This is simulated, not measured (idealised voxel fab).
Documented hereafter: the process module known as voxel ribs on slabs.
Cross-section cut: width 240 nm, square cells of 5 nm.
Each cross-section below is a grid of square cells, stated as bands in top-down order, with one or more rows of cells making up each band.
Heights first: top, then bottom, in nm. Then materials, left to right, each with a width in nm. "edge to edge" on a single material: fills the band edge to edge. "air": empty space.
Ref level 0: as-received wafer is one material below here. Bottom band extends down with no lower bound ("0 and below").
Graded width ("30..40"): value in top row of band = first number; value in bottom row = second number; row-to-row change constant.
The designation "nothing different", where it is given for a processing step, indicates that no cell of the cross-section was altered in the course of that step.
Reported under the label "Cavities, sealed" are the empty spaces having no open way to the top and comprising 8 cells or more; the notation for each is width x height at distance, in which the distance is measured from the left edge and all three values are in nm.
Where a step's line continues beyond its settings, the continuation is a remark by the simulator itself on that step.
"overlay nm" answers the question of how far to the right of plan the mask lay on a step that has a mask, and when it is negative the answer is to the left.
Quick note on how to read the rest: it's all pairs. You get the cross-section before a process step and the one after, but the after one only goes down as far as the lowest band that changed. The step in between, with its settings, sits under the pair. Heads up, the pairs can come from different runs of this module on the same starting wafer, so don't assume a pair picks up from the one above unless its "Cross-section, before" entry says it does.

# Cross-section, before
    0 and below  Si edge to edge
    Cavities, sealed: none

# Section, Post-Step
    25 down to 0  SiO2 edge to edge
    All layers under 0 are left as they were.
    Cavities, sealed: none
Which process step falls between the two cross-sections above? DIRECTIONAL_DEP [material SiO2] [thk nm 25]

Cross-section, before: look at the pair above, its after cross-section is where this step starts.

# Section, Post-Step
    45 down to 25  polySi edge to edge
    All layers under 25 are left as they were.
    Cavities, sealed: none
Which process step falls between the two cross-sections above? DIRECTIONAL_DEP [material polySi] [thk nm 20]

Cross-section, before: look at the pair above, its after cross-section is where this step starts.

# Section, Post-Step
    65 down to 45  air=105 | resist=30 | air=105
    All layers under 45 are left as they were.
    Cavities, sealed: none
Which process step falls between the two cross-sections above? PATTERN [tone cover] [mask id RIB] [material resist] [width nm 30] [thk nm 20] [overlay nm 0]

Cross-section, before: look at the pair above, its after cross-section is where this step starts.

# Section, Post-Step
    65 down to 45  air=105 | resist=30 | air=105
    45 down to 40  air=105 | polySi=30 | air=105
    All layers under 40 are left as they were.
    Cavities, sealed: none
Which process step falls between the two cross-sections above? DIRECTIONAL_ETCH [etch materials polySi] [depth nm 5]

Cross-section, before: look at the pair above, its after cross-section is where this step starts.

# Section, Post-Step
    45 down to 40  air=105 | polySi=30 | air=105
    All layers under 40 are left as they were.
    Cavities, sealed: none
Which process step falls between the two cross-sections above? STRIP [etch materials resist]

Cross-section, before: look at the pair above, its after cross-section is where this step starts.

# Section, Post-Step
    60 down to 55  air=105 | aC=30 | air=105
    55 down to 45  aC edge to edge
    45 down to 40  aC=105 | polySi=30 | aC=105
    All layers under 40 are left as they were.
    Cavities, sealed: none
Which process step falls between the two cross-sections above? DIRECTIONAL_DEP [material aC] [thk nm 15]

Cross-section, before: look at the pair above, its after cross-section is where this step starts.

# Section, Post-Step
    95 down to 60  air=90 | resist=60 | air=90
    60 down to 55  air=90 | resist=15 | aC=30 | resist=15 | air=90
    All layers under 55 are left as they were.
    Cavities, sealed: none
Which process step falls between the two cross-sections above? PATTERN [tone cover] [mask id SLAB] [material resist] [width nm 60] [thk nm 35] [overlay nm 0]

Cross-section, before: look at the pair above, its after cross-section is where this step starts.

# Section, Post-Step
    80 down to 60  air=90 | resist=60 | air=90
    60 down to 55  air=90 | resist=15 | aC=30 | resist=15 | air=90
    55 down to 45  air=90 | aC=60 | air=90
    45 down to 40  air=90 | aC=15 | polySi=30 | aC=15 | air=90
    All layers under 40 are left as they were.
    Cavities, sealed: none
Which process step falls between the two cross-sections above? DIRECTIONAL_ETCH [etch materials aC] [depth nm 15]

Cross-section, before: look at the pair above, its after cross-section is where this step starts.

# Section, Post-Step
    60 down to 55  air=105 | aC=30 | air=105
    All layers under 55 are left as they were.
    Cavities, sealed: none
Which process step falls between the two cross-sections above? STRIP [etch materials resist]

Cross-section, before: look at the pair above, its after cross-section is where this step starts.

# Section, Post-Step
    60 down to 55  air=105 | aC=30 | air=105
    55 down to 45  air=90 | aC=60 | air=90
    45 down to 40  air=90 | aC=15 | polySi=30 | aC=15 | air=90
    40 down to 25  air=90 | polySi=60 | air=90
    All layers under 25 are left as they were.
    Cavities, sealed: none
Which process step falls between the two cross-sections above? DIRECTIONAL_ETCH [etch materials polySi] [depth nm 15]

Cross-section, before: look at the pair above, its after cross-section is where this step starts.

# Section, Post-Step
    45 down to 40  air=105 | polySi=30 | air=105
    All layers under 40 are left as they were.
    Cavities, sealed: none
Which process step falls between the two cross-sections above? STRIP [etch materials aC]

Cross-section, before: look at the pair above, its after cross-section is where this step starts.

# Section, Post-Step
    75 down to 45  SiO2 edge to edge
    45 down to 40  SiO2=105 | polySi=30 | SiO2=105
    40 down to 25  SiO2=90 | polySi=60 | SiO2=90
    All layers under 25 are left as they were.
    Cavities, sealed: none
Which process step falls between the two cross-sections above? FILL_DEP [material SiO2] [thk nm 30]

Cross-section, before: look at the pair above, its after cross-section is where this step starts.

# Section, Post-Step
    65 down to 45  SiO2 edge to edge
    All layers under 45 are left as they were.
    Cavities, sealed: none
Which process step falls between the two cross-sections above? CMP [height nm 65]

Cross-section, before: look at the pair above, its after cross-section is where this step starts.

# Section, Post-Step
    70 down to 65  TiN edge to edge
    All layers under 65 are left as they were.
    Cavities, sealed: none
Which process step falls between the two cross-sections above? DIRECTIONAL_DEP [material TiN] [thk nm 5]

Cross-section, before: look at the pair above, its after cross-section is where this step starts.

# Section, Post-Step
    70 down to 65  air=100 | TiN=40 | air=100
    All layers under 65 are left as they were.
    Cavities, sealed: none
Which process step falls between the two cross-sections above? MASKED_ETCH [tone cover] [mask id HEATER] [width nm 40] [etch materials TiN] [depth nm 5] [overlay nm 0]

Cross-section, before: look at the pair above, its after cross-section is where this step starts.

# Section, Post-Step
    75 down to 70  air=95 | SiN=50 | air=95
    70 down to 65  SiN=100 | TiN=40 | SiN=100
    All layers under 65 are left as they were.
    Cavities, sealed: none
Which process step falls between the two cross-sections above? CONFORMAL_DEP [material SiN] [thk nm 5]

# Cross-section, before
    45 down to 25  polySi edge to edge
    25 down to 0  SiO2 edge to edge
    0 and below  Si edge to edge
    Cavities, sealed: none

# Section, Post-Step
    65 down to 25  polySi edge to edge
    All layers under 25 are left as they were.
    Cavities, sealed: none
Which process step falls between the two cross-sections above? DIRECTIONAL_DEP [material polySi] [thk nm 20]

Cross-section, before: look at the pair above, its after cross-section is where this step starts.

# Section, Post-Step
    85 down to 65  air=105 | resist=30 | air=105
    All layers under 65 are left as they were.
    Cavities, sealed: none
Which process step falls between the two cross-sections above? PATTERN [tone cover] [mask id RIB] [material resist] [width nm 30] [thk nm 20] [overlay nm 0]

Cross-section, before: look at the pair above, its after cross-section is where this step starts.

# Section, Post-Step
    85 down to 65  air=105 | resist=30 | air=105
    65 down to 60  air=105 | polySi=30 | air=105
    All layers under 60 are left as they were.
    Cavities, sealed: none
Which process step falls between the two cross-sections above? DIRECTIONAL_ETCH [etch materials polySi] [depth nm 5]

Cross-section, before: look at the pair above, its after cross-section is where this step starts.

# Section, Post-Step
    65 down to 60  air=105 | polySi=30 | air=105
    All layers under 60 are left as they were.
    Cavities, sealed: none
Which process step falls between the two cross-sections above? STRIP [etch materials resist]

Cross-section, before: look at the pair above, its after cross-section is where this step starts.

# Section, Post-Step
    80 down to 75  air=105 | aC=30 | air=105
    75 down to 65  aC edge to edge
    65 down to 60  aC=105 | polySi=30 | aC=105
    All layers under 60 are left as they were.
    Cavities, sealed: none
Which process step falls between the two cross-sections above? DIRECTIONAL_DEP [material aC] [thk nm 15]

Cross-section, before: look at the pair above, its after cross-section is where this step starts.

# Section, Post-Step
    115 down to 80  air=90 | resist=60 | air=90
    80 down to 75  air=90 | resist=15 | aC=30 | resist=15 | air=90
    All layers under 75 are left as they were.
    Cavities, sealed: none
Which process step falls between the two cross-sections above? PATTERN [tone cover] [mask id SLAB] [material resist] [width nm 60] [thk nm 35] [overlay nm 0]

Cross-section, before: look at the pair above, its after cross-section is where this step starts.

# Section, Post-Step
    100 down to 80  air=90 | resist=60 | air=90
    80 down to 75  air=90 | resist=15 | aC=30 | resist=15 | air=90
    75 down to 65  air=90 | aC=60 | air=90
    65 down to 60  air=90 | aC=15 | polySi=30 | aC=15 | air=90
    All layers under 60 are left as they were.
    Cavities, sealed: none
Which process step falls between the two cross-sections above? DIRECTIONAL_ETCH [etch materials aC] [depth nm 15]

Cross-section, before: look at the pair above, its after cross-section is where this step starts.

# Section, Post-Step
    80 down to 75  air=105 | aC=30 | air=105
    All layers under 75 are left as they were.
    Cavities, sealed: none
Which process step falls between the two cross-sections above? STRIP [etch materials resist]

Cross-section, before: look at the pair above, its after cross-section is where this step starts.

# Section, Post-Step
    80 down to 75  air=105 | aC=30 | air=105
    75 down to 65  air=90 | aC=60 | air=90
    65 down to 60  air=90 | aC=15 | polySi=30 | aC=15 | air=90
    60 down to 45  air=90 | polySi=60 | air=90
    All layers under 45 are left as they were.
    Cavities, sealed: none
Which process step falls between the two cross-sections above? DIRECTIONAL_ETCH [etch materials polySi] [depth nm 15]

Cross-section, before: look at the pair above, its after cross-section is where this step starts.

# Section, Post-Step
    65 down to 60  air=105 | polySi=30 | air=105
    All layers under 60 are left as they were.
    Cavities, sealed: none
Which process step falls between the two cross-sections above? STRIP [etch materials aC]

Cross-section, before: look at the pair above, its after cross-section is where this step starts.

# Section, Post-Step
    95 down to 65  SiO2 edge to edge
    65 down to 60  SiO2=105 | polySi=30 | SiO2=105
    60 down to 45  SiO2=90 | polySi=60 | SiO2=90
    All layers under 45 are left as they were.
    Cavities, sealed: none
Which process step falls between the two cross-sections above? FILL_DEP [material SiO2] [thk nm 30]

Cross-section, before: look at the pair above, its after cross-section is where this step starts.

# Section, Post-Step
    65 down to 60  SiO2=105 | polySi=30 | SiO2=105
    All layers under 60 are left as they were.
    Cavities, sealed: none
Which process step falls between the two cross-sections above? CMP [height nm 65]

Cross-section, before: look at the pair above, its after cross-section is where this step starts.

# Section, Post-Step
    70 down to 65  TiN edge to edge
    All layers under 65 are left as they were.
    Cavities, sealed: none
Which process step falls between the two cross-sections above? DIRECTIONAL_DEP [material TiN] [thk nm 5]

Cross-section, before: look at the pair above, its after cross-section is where this step starts.

# Section, Post-Step
    70 down to 65  air=100 | TiN=40 | air=100
    All layers under 65 are left as they were.
    Cavities, sealed: none
Which process step falls between the two cross-sections above? MASKED_ETCH [tone cover] [mask id HEATER] [width nm 40] [etch materials TiN] [depth nm 5] [overlay nm 0]

Cross-section, before: look at the pair above, its after cross-section is where this step starts.

# Section, Post-Step
    75 down to 70  air=95 | SiN=50 | air=95
    70 down to 65  SiN=100 | TiN=40 | SiN=100
    All layers under 65 are left as they were.
    Cavities, sealed: none
Which process step falls between the two cross-sections above? CONFORMAL_DEP [material SiN] [thk nm 5]

# Cross-section, before
    65 down to 45  air=105 | resist=30 | air=105
    45 down to 40  air=105 | polySi=30 | air=105
    40 down to 25  polySi edge to edge
    25 down to 0  SiO2 edge to edge
    0 and below  Si edge to edge
    Cavities, sealed: none

# Section, Post-Step
    80 down to 65  air=105 | aC=30 | air=105
    65 down to 55  air=105 | resist=30 | air=105
    55 down to 45  aC=105 | resist=30 | aC=105
    45 down to 40  aC=105 | polySi=30 | aC=105
    All layers under 40 are left as they were.
    Cavities, sealed: none
Which process step falls between the two cross-sections above? DIRECTIONAL_DEP [material aC] [thk nm 15]

Cross-section, before: look at the pair above, its after cross-section is where this step starts.

# Section, Post-Step
    55 down to 45  aC=105 | air=30 | aC=105
    All layers under 45 are left as they were.
    Cavities, sealed: none
Which process step falls between the two cross-sections above? STRIP [etch materials resist]

Cross-section, before: look at the pair above, its after cross-section is where this step starts.

# Section, Post-Step
    90 down to 55  air=90 | resist=60 | air=90
    55 down to 45  aC=105 | resist=30 | aC=105
    All layers under 45 are left as they were.
    Cavities, sealed: none
Which process step falls between the two cross-sections above? PATTERN [tone cover] [mask id SLAB] [material resist] [width nm 60] [thk nm 35] [overlay nm 0]

Cross-section, before: look at the pair above, its after cross-section is where this step starts.

# Section, Post-Step
    75 down to 55  air=90 | resist=60 | air=90
    55 down to 45  air=90 | aC=15 | resist=30 | aC=15 | air=90
    45 down to 40  air=90 | aC=15 | polySi=30 | aC=15 | air=90
    All layers under 40 are left as they were.
    Cavities, sealed: none
Which process step falls between the two cross-sections above? DIRECTIONAL_ETCH [etch materials aC] [depth nm 15]

Cross-section, before: look at the pair above, its after cross-section is where this step starts.

# Section, Post-Step
    55 down to 45  air=90 | aC=15 | air=30 | aC=15 | air=90
    All layers under 45 are left as they were.
    Cavities, sealed: none
Which process step falls between the two cross-sections above? STRIP [etch materials resist]

Cross-section, before: look at the pair above, its after cross-section is where this step starts.

# Section, Post-Step
    55 down to 40  air=90 | aC=15 | air=30 | aC=15 | air=90
    40 down to 30  air=90 | polySi=15 | air=30 | polySi=15 | air=90
    30 down to 25  air=90 | polySi=60 | air=90
    All layers under 25 are left as they were.
    Cavities, sealed: none
Which process step falls between the two cross-sections above? DIRECTIONAL_ETCH [etch materials polySi] [depth nm 15]

Cross-section, before: look at the pair above, its after cross-section is where this step starts.

# Section, Post-Step
    40 down to 30  air=90 | polySi=15 | air=30 | polySi=15 | air=90
    All layers under 30 are left as they were.
    Cavities, sealed: none
Which process step falls between the two cross-sections above? STRIP [etch materials aC]

Cross-section, before: look at the pair above, its after cross-section is where this step starts.

# Section, Post-Step
    70 down to 40  SiO2 edge to edge
    40 down to 30  SiO2=90 | polySi=15 | SiO2=30 | polySi=15 | SiO2=90
    30 down to 25  SiO2=90 | polySi=60 | SiO2=90
    All layers under 25 are left as they were.
    Cavities, sealed: none
Which process step falls between the two cross-sections above? FILL_DEP [material SiO2] [thk nm 30]

Cross-section, before: look at the pair above, its after cross-section is where this step starts.

# Section, Post-Step
    65 down to 40  SiO2 edge to edge
    All layers under 40 are left as they were.
    Cavities, sealed: none
Which process step falls between the two cross-sections above? CMP [height nm 65]

Cross-section, before: look at the pair above, its after cross-section is where this step starts.

# Section, Post-Step
    70 down to 65  TiN edge to edge
    All layers under 65 are left as they were.
    Cavities, sealed: none
Which process step falls between the two cross-sections above? DIRECTIONAL_DEP [material TiN] [thk nm 5]

Cross-section, before: look at the pair above, its after cross-section is where this step starts.

# Section, Post-Step
    70 down to 65  air=100 | TiN=40 | air=100
    All layers under 65 are left as they were.
    Cavities, sealed: none
Which process step falls between the two cross-sections above? MASKED_ETCH [tone cover] [mask id HEATER] [width nm 40] [etch materials TiN] [depth nm 5] [overlay nm 0]

Cross-section, before: look at the pair above, its after cross-section is where this step starts.

# Section, Post-Step
    75 down to 70  air=95 | SiN=50 | air=95
    70 down to 65  SiN=100 | TiN=40 | SiN=100
    All layers under 65 are left as they were.
    Cavities, sealed: none
Which process step falls between the two cross-sections above? CONFORMAL_DEP [material SiN] [thk nm 5]

# Cross-section, before
    25 down to 0  SiO2 edge to edge
    0 and below  Si edge to edge
    Cavities, sealed: none

# Section, Post-Step
    40 down to 25  polySi edge to edge
    All layers under 25 are left as they were.
    Cavities, sealed: none
Which process step falls between the two cross-sections above? DIRECTIONAL_DEP [material polySi] [thk nm 15]

Cross-section, before: look at the pair above, its after cross-section is where this step starts.

# Section, Post-Step
    60 down to 40  air=105 | resist=30 | air=105
    All layers under 40 are left as they were.
    Cavities, sealed: none
Which process step falls between the two cross-sections above? PATTERN [tone cover] [mask id RIB] [material resist] [width nm 30] [thk nm 20] [overlay nm 0]

Cross-section, before: look at the pair above, its after cross-section is where this step starts.

# Section, Post-Step
    60 down to 40  air=105 | resist=30 | air=105
    40 down to 35  air=105 | polySi=30 | air=105
    All layers under 35 are left as they were.
    Cavities, sealed: none
Which process step falls between the two cross-sections above? DIRECTIONAL_ETCH [etch materials polySi] [depth nm 5]

Cross-section, before: look at the pair above, its after cross-section is where this step starts.

# Section, Post-Step
    40 down to 35  air=105 | polySi=30 | air=105
    All layers under 35 are left as they were.
    Cavities, sealed: none
Which process step falls between the two cross-sections above? STRIP [etch materials resist]

Cross-section, before: look at the pair above, its after cross-section is where this step starts.

# Section, Post-Step
    55 down to 50  air=105 | aC=30 | air=105
    50 down to 40  aC edge to edge
    40 down to 35  aC=105 | polySi=30 | aC=105
    All layers under 35 are left as they were.
    Cavities, sealed: none
Which process step falls between the two cross-sections above? DIRECTIONAL_DEP [material aC] [thk nm 15]

Cross-section, before: look at the pair above, its after cross-section is where this step starts.

# Section, Post-Step
    90 down to 55  air=90 | resist=60 | air=90
    55 down to 50  air=90 | resist=15 | aC=30 | resist=15 | air=90
    All layers under 50 are left as they were.
    Cavities, sealed: none
Which process step falls between the two cross-sections above? PATTERN [tone cover] [mask id SLAB] [material resist] [width nm 60] [thk nm 35] [overlay nm 0]

Cross-section, before: look at the pair above, its after cross-section is where this step starts.

# Section, Post-Step
    75 down to 55  air=90 | resist=60 | air=90
    55 down to 50  air=90 | resist=15 | aC=30 | resist=15 | air=90
    50 down to 40  air=90 | aC=60 | air=90
    40 down to 35  air=90 | aC=15 | polySi=30 | aC=15 | air=90
    All layers under 35 are left as they were.
    Cavities, sealed: none
Which process step falls between the two cross-sections above? DIRECTIONAL_ETCH [etch materials aC] [depth nm 15]

Cross-section, before: look at the pair above, its after cross-section is where this step starts.

# Section, Post-Step
    55 down to 50  air=105 | aC=30 | air=105
    All layers under 50 are left as they were.
    Cavities, sealed: none
Which process step falls between the two cross-sections above? STRIP [etch materials resist]

Cross-section, before: look at the pair above, its after cross-section is where this step starts.

# Section, Post-Step
    55 down to 50  air=105 | aC=30 | air=105
    50 down to 40  air=90 | aC=60 | air=90
    40 down to 35  air=90 | aC=15 | polySi=30 | aC=15 | air=90
    35 down to 25  air=90 | polySi=60 | air=90
    All layers under 25 are left as they were.
    Cavities, sealed: none
Which process step falls between the two cross-sections above? DIRECTIONAL_ETCH [etch materials polySi] [depth nm 15]

Cross-section, before: look at the pair above, its after cross-section is where this step starts.

# Section, Post-Step
    40 down to 35  air=105 | polySi=30 | air=105
    All layers under 35 are left as they were.
    Cavities, sealed: none
Which process step falls between the two cross-sections above? STRIP [etch materials aC]

Cross-section, before: look at the pair above, its after cross-section is where this step starts.

# Section, Post-Step
    70 down to 40  SiO2 edge to edge
    40 down to 35  SiO2=105 | polySi=30 | SiO2=105
    35 down to 25  SiO2=90 | polySi=60 | SiO2=90
    All layers under 25 are left as they were.
    Cavities, sealed: none
Which process step falls between the two cross-sections above? FILL_DEP [material SiO2] [thk nm 30]

Cross-section, before: look at the pair above, its after cross-section is where this step starts.

# Section, Post-Step
    65 down to 40  SiO2 edge to edge
    All layers under 40 are left as they were.
    Cavities, sealed: none
Which process step falls between the two cross-sections above? CMP [height nm 65]

Cross-section, before: look at the pair above, its after cross-section is where this step starts.

# Section, Post-Step
    70 down to 65  TiN edge to edge
    All layers under 65 are left as they were.
    Cavities, sealed: none
Which process step falls between the two cross-sections above? DIRECTIONAL_DEP [material TiN] [thk nm 5]

Cross-section, before: look at the pair above, its after cross-section is where this step starts.

# Section, Post-Step
    70 down to 65  air=100 | TiN=40 | air=100
    All layers under 65 are left as they were.
    Cavities, sealed: none
Which process step falls between the two cross-sections above? MASKED_ETCH [tone cover] [mask id HEATER] [width nm 40] [etch materials TiN] [depth nm 5] [overlay nm 0]

Cross-section, before: look at the pair above, its after cross-section is where this step starts.

# Section, Post-Step
    75 down to 70  air=95 | SiN=50 | air=95
    70 down to 65  SiN=100 | TiN=40 | SiN=100
    All layers under 65 are left as they were.
    Cavities, sealed: none
Which process step falls between the two cross-sections above? CONFORMAL_DEP [material SiN] [thk nm 5]

# Cross-section, before
    60 down to 55  air=105 | aC=30 | air=105
    55 down to 45  aC edge to edge
    45 down to 40  aC=105 | polySi=30 | aC=105
    40 down to 25  polySi edge to edge
    25 down to 0  SiO2 edge to edge
    0 and below  Si edge to edge
    Cavities, sealed: none

# Section, Post-Step
    95 down to 60  air=90 | resist=65 | air=85
    60 down to 55  air=90 | resist=15 | aC=30 | resist=20 | air=85
    All layers under 55 are left as they were.
    Cavities, sealed: none
Which process step falls between the two cross-sections above? PATTERN [tone cover] [mask id SLAB] [material resist] [width nm 65] [thk nm 35] [overlay nm 0]

Cross-section, before: look at the pair above, its after cross-section is where this step starts.

# Section, Post-Step
    80 down to 60  air=90 | resist=65 | air=85
    60 down to 55  air=90 | resist=15 | aC=30 | resist=20 | air=85
    55 down to 45  air=90 | aC=65 | air=85
    45 down to 40  air=90 | aC=15 | polySi=30 | aC=20 | air=85
    All layers under 40 are left as they were.
    Cavities, sealed: none
Which process step falls between the two cross-sections above? DIRECTIONAL_ETCH [etch materials aC] [depth nm 15]

Cross-section, before: look at the pair above, its after cross-section is where this step starts.

# Section, Post-Step
    60 down to 55  air=105 | aC=30 | air=105
    All layers under 55 are left as they were.
    Cavities, sealed: none
Which process step falls between the two cross-sections above? STRIP [etch materials resist]

Cross-section, before: look at the pair above, its after cross-section is where this step starts.

# Section, Post-Step
    60 down to 55  air=105 | aC=30 | air=105
    55 down to 45  air=90 | aC=65 | air=85
    45 down to 40  air=90 | aC=15 | polySi=30 | aC=20 | air=85
    40 down to 25  air=90 | polySi=65 | air=85
    All layers under 25 are left as they were.
    Cavities, sealed: none
Which process step falls between the two cross-sections above? DIRECTIONAL_ETCH [etch materials polySi] [depth nm 15]

Cross-section, before: look at the pair above, its after cross-section is where this step starts.

# Section, Post-Step
    45 down to 40  air=105 | polySi=30 | air=105
    All layers under 40 are left as they were.
    Cavities, sealed: none
Which process step falls between the two cross-sections above? STRIP [etch materials aC]

Cross-section, before: look at the pair above, its after cross-section is where this step starts.

# Section, Post-Step
    75 down to 45  SiO2 edge to edge
    45 down to 40  SiO2=105 | polySi=30 | SiO2=105
    40 down to 25  SiO2=90 | polySi=65 | SiO2=85
    All layers under 25 are left as they were.
    Cavities, sealed: none
Which process step falls between the two cross-sections above? FILL_DEP [material SiO2] [thk nm 30]

Cross-section, before: look at the pair above, its after cross-section is where this step starts.

# Section, Post-Step
    65 down to 45  SiO2 edge to edge
    All layers under 45 are left as they were.
    Cavities, sealed: none
Which process step falls between the two cross-sections above? CMP [height nm 65]

Cross-section, before: look at the pair above, its after cross-section is where this step starts.

# Section, Post-Step
    70 down to 65  TiN edge to edge
    All layers under 65 are left as they were.
    Cavities, sealed: none
Which process step falls between the two cross-sections above? DIRECTIONAL_DEP [material TiN] [thk nm 5]

Cross-section, before: look at the pair above, its after cross-section is where this step starts.

# Section, Post-Step
    70 down to 65  air=100 | TiN=40 | air=100
    All layers under 65 are left as they were.
    Cavities, sealed: none
Which process step falls between the two cross-sections above? MASKED_ETCH [tone cover] [mask id HEATER] [width nm 40] [etch materials TiN] [depth nm 5] [overlay nm 0]

Cross-section, before: look at the pair above, its after cross-section is where this step starts.

# Section, Post-Step
    75 down to 70  air=95 | SiN=50 | air=95
    70 down to 65  SiN=100 | TiN=40 | SiN=100
    All layers under 65 are left as they were.
    Cavities, sealed: none
Which process step falls between the two cross-sections above? CONFORMAL_DEP [material SiN] [thk nm 5]

# Cross-section, before
    45 down to 25  polySi edge to edge
    25 down to 0  SiO2 edge to edge
    0 and below  Si edge to edge
    Cavities, sealed: none

# Section, Post-Step
    65 down to 45  air=95 | resist=30 | air=115
    All layers under 45 are left as they were.
    Cavities, sealed: none
Which process step falls between the two cross-sections above? PATTERN [tone cover] [mask id RIB] [material resist] [width nm 30] [thk nm 20] [overlay nm -10]

Cross-section, before: look at the pair above, its after cross-section is where this step starts.

# Section, Post-Step
    65 down to 45  air=95 | resist=30 | air=115
    45 down to 40  air=95 | polySi=30 | air=115
    All layers under 40 are left as they were.
    Cavities, sealed: none
Which process step falls between the two cross-sections above? DIRECTIONAL_ETCH [etch materials polySi] [depth nm 5]

Cross-section, before: look at the pair above, its after cross-section is where this step starts.

# Section, Post-Step
    45 down to 40  air=95 | polySi=30 | air=115
    All layers under 40 are left as they were.
    Cavities, sealed: none
Which process step falls between the two cross-sections above? STRIP [etch materials resist]

Cross-section, before: look at the pair above, its after cross-section is where this step starts.

# Section, Post-Step
    60 down to 55  air=95 | aC=30 | air=115
    55 down to 45  aC edge to edge
    45 down to 40  aC=95 | polySi=30 | aC=115
    All layers under 40 are left as they were.
    Cavities, sealed: none
Which process step falls between the two cross-sections above? DIRECTIONAL_DEP [material aC] [thk nm 15]

Cross-section, before: look at the pair above, its after cross-section is where this step starts.

# Section, Post-Step
    95 down to 60  air=90 | resist=60 | air=90
    60 down to 55  air=90 | resist=5 | aC=30 | resist=25 | air=90
    All layers under 55 are left as they were.
    Cavities, sealed: none
Which process step falls between the two cross-sections above? PATTERN [tone cover] [mask id SLAB] [material resist] [width nm 60] [thk nm 35] [overlay nm 0]

Cross-section, before: look at the pair above, its after cross-section is where this step starts.

# Section, Post-Step
    80 down to 60  air=90 | resist=60 | air=90
    60 down to 55  air=90 | resist=5 | aC=30 | resist=25 | air=90
    55 down to 45  air=90 | aC=60 | air=90
    45 down to 40  air=90 | aC=5 | polySi=30 | aC=25 | air=90
    All layers under 40 are left as they were.
    Cavities, sealed: none
Which process step falls between the two cross-sections above? DIRECTIONAL_ETCH [etch materials aC] [depth nm 15]

Cross-section, before: look at the pair above, its after cross-section is where this step starts.

# Section, Post-Step
    60 down to 55  air=95 | aC=30 | air=115
    All layers under 55 are left as they were.
    Cavities, sealed: none
Which process step falls between the two cross-sections above? STRIP [etch materials resist]

Cross-section, before: look at the pair above, its after cross-section is where this step starts.

# Section, Post-Step
    60 down to 55  air=95 | aC=30 | air=115
    55 down to 45  air=90 | aC=60 | air=90
    45 down to 40  air=90 | aC=5 | polySi=30 | aC=25 | air=90
    40 down to 25  air=90 | polySi=60 | air=90
    All layers under 25 are left as they were.
    Cavities, sealed: none
Which process step falls between the two cross-sections above? DIRECTIONAL_ETCH [etch materials polySi] [depth nm 15]

Cross-section, before: look at the pair above, its after cross-section is where this step starts.

# Section, Post-Step
    45 down to 40  air=95 | polySi=30 | air=115
    All layers under 40 are left as they were.
    Cavities, sealed: none
Which process step falls between the two cross-sections above? STRIP [etch materials aC]

Cross-section, before: look at the pair above, its after cross-section is where this step starts.

# Section, Post-Step
    75 down to 45  SiO2 edge to edge
    45 down to 40  SiO2=95 | polySi=30 | SiO2=115
    40 down to 25  SiO2=90 | polySi=60 | SiO2=90
    All layers under 25 are left as they were.
    Cavities, sealed: none
Which process step falls between the two cross-sections above? FILL_DEP [material SiO2] [thk nm 30]

Cross-section, before: look at the pair above, its after cross-section is where this step starts.

# Section, Post-Step
    65 down to 45  SiO2 edge to edge
    All layers under 45 are left as they were.
    Cavities, sealed: none
Which process step falls between the two cross-sections above? CMP [height nm 65]

Cross-section, before: look at the pair above, its after cross-section is where this step starts.

# Section, Post-Step
    70 down to 65  TiN edge to edge
    All layers under 65 are left as they were.
    Cavities, sealed: none
Which process step falls between the two cross-sections above? DIRECTIONAL_DEP [material TiN] [thk nm 5]

Cross-section, before: look at the pair above, its after cross-section is where this step starts.

# Section, Post-Step
    70 down to 65  air=100 | TiN=40 | air=100
    All layers under 65 are left as they were.
    Cavities, sealed: none
Which process step falls between the two cross-sections above? MASKED_ETCH [tone cover] [mask id HEATER] [width nm 40] [etch materials TiN] [depth nm 5] [overlay nm 0]

Cross-section, before: look at the pair above, its after cross-section is where this step starts.

# Section, Post-Step
    75 down to 70  air=95 | SiN=50 | air=95
    70 down to 65  SiN=100 | TiN=40 | SiN=100
    All layers under 65 are left as they were.
    Cavities, sealed: none
Which process step falls between the two cross-sections above? CONFORMAL_DEP [material SiN] [thk nm 5]

# Cross-section, before
    0 and below  Si edge to edge
    Cavities, sealed: none

# Section, Post-Step
    25 down to 0  SiN edge to edge
    All layers under 0 are left as they were.
    Cavities, sealed: none
Which process step falls between the two cross-sections above? DIRECTIONAL_DEP [material SiN] [thk nm 25]

Cross-section, before: look at the pair above, its after cross-section is where this step starts.

# Section, Post-Step
    45 down to 25  polySi edge to edge
    All layers under 25 are left as they were.
    Cavities, sealed: none
Which process step falls between the two cross-sections above? DIRECTIONAL_DEP [material polySi] [thk nm 20]

Cross-section, before: look at the pair above, its after cross-section is where this step starts.

# Section, Post-Step
    65 down to 45  air=105 | resist=30 | air=105
    All layers under 45 are left as they were.
    Cavities, sealed: none
Which process step falls between the two cross-sections above? PATTERN [tone cover] [mask id RIB] [material resist] [width nm 30] [thk nm 20] [overlay nm 0]

Cross-section, before: look at the pair above, its after cross-section is where this step starts.

# Section, Post-Step
    65 down to 45  air=105 | resist=30 | air=105
    45 down to 40  air=105 | polySi=30 | air=105
    All layers under 40 are left as they were.
    Cavities, sealed: none
Which process step falls between the two cross-sections above? DIRECTIONAL_ETCH [etch materials polySi] [depth nm 5]

Cross-section, before: look at the pair above, its after cross-section is where this step starts.

# Section, Post-Step
    45 down to 40  air=105 | polySi=30 | air=105
    All layers under 40 are left as they were.
    Cavities, sealed: none
Which process step falls between the two cross-sections above? STRIP [etch materials resist]

Cross-section, before: look at the pair above, its after cross-section is where this step starts.

# Section, Post-Step
    60 down to 55  air=105 | aC=30 | air=105
    55 down to 45  aC edge to edge
    45 down to 40  aC=105 | polySi=30 | aC=105
    All layers under 40 are left as they were.
    Cavities, sealed: none
Which process step falls between the two cross-sections above? DIRECTIONAL_DEP [material aC] [thk nm 15]

Cross-section, before: look at the pair above, its after cross-section is where this step starts.

# Section, Post-Step
    95 down to 60  air=90 | resist=60 | air=90
    60 down to 55  air=90 | resist=15 | aC=30 | resist=15 | air=90
    All layers under 55 are left as they were.
    Cavities, sealed: none
Which process step falls between the two cross-sections above? PATTERN [tone cover] [mask id SLAB] [material resist] [width nm 60] [thk nm 35] [overlay nm 0]

Cross-section, before: look at the pair above, its after cross-section is where this step starts.

# Section, Post-Step
    80 down to 60  air=90 | resist=60 | air=90
    60 down to 55  air=90 | resist=15 | aC=30 | resist=15 | air=90
    55 down to 45  air=90 | aC=60 | air=90
    45 down to 40  air=90 | aC=15 | polySi=30 | aC=15 | air=90
    All layers under 40 are left as they were.
    Cavities, sealed: none
Which process step falls between the two cross-sections above? DIRECTIONAL_ETCH [etch materials aC] [depth nm 15]
